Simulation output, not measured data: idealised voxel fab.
process module | voxel released beams
Xsec cut, 250 nm wide, square cell size 5 nm.
Each cross-section below is a grid of square cells, stated as bands in top-down order, with one or more rows of cells making up each band. Heads up on the band format: heights come first, top then bottom, in nm. After that it's the materials left to right, each with its width in nm. A single material flagged "everywhere" fills the whole band edge to edge, and "empty" means there's empty space there. We count height from 0. Below that, the starting wafer is all one material. The lowest band never ends at the bottom but goes on down; see "0..down" for how that is written. So if you see something like "30 to 40" for the width, read it as the top row of the band sitting at the first number and the bottom row at the second, with every row in between moving by the same amount as the last. "remains unaltered", as given for a step, is the statement that not any cell of the cross-section underwent a change during that step. Look at "Sealed internal cavities" for the closed voids: empty spaces with no open path to the top, sized 8 cells or up. Each is width x height at distance, distance from the left edge, all nm. Formally, on a step line, whatever follows the settings is a remark that the simulator itself makes on the step. overlay nm: mask right of planned place by this much (step with mask). Neg. = left.
-- plan
1. RECEIVE, material Si
2. CONFORMAL_DEP, material SiN, thk nm 5
3. DIRECTIONAL_DEP, material SiO2, thk nm 20
4. PATTERN, tone open, mask id ANCHOR, material resist, width nm 45, thk nm 15, overlay nm 0
5. DIRECTIONAL_ETCH, etch materials SiO2, depth nm 10
6. STRIP, etch materials resist
7. CONFORMAL_DEP, material TiN, thk nm 15
8. MASKED_ETCH, tone cover, mask id BEAM, width nm 130, etch materials TiN, depth nm 15, overlay nm 0
9. STRIP, etch materials SiO2
Same starting wafers, different depth nm at step 5. Plan value belongs to the first wafer.
-- The first of several wafers as received, shown in cross-section; this is its state after step 1
    0..down  Si everywhere
    Sealed internal cavities: none
-- Table: wafers, a row each; end-of-module cell change per material since receipt, gain (+), loss (-); then closed voids
depth nm 10; +50 SiN; Sealed internal cavities: none
depth nm 15; +50 SiN; Sealed internal cavities: none
depth nm 20; +50 SiN; +102 TiN; Sealed internal cavities: none
depth nm 25; +50 SiN; +102 TiN; Sealed internal cavities: none
depth nm 30; +50 SiN; +102 TiN; Sealed internal cavities: none
depth nm 35; +50 SiN; +102 TiN; Sealed internal cavities: none
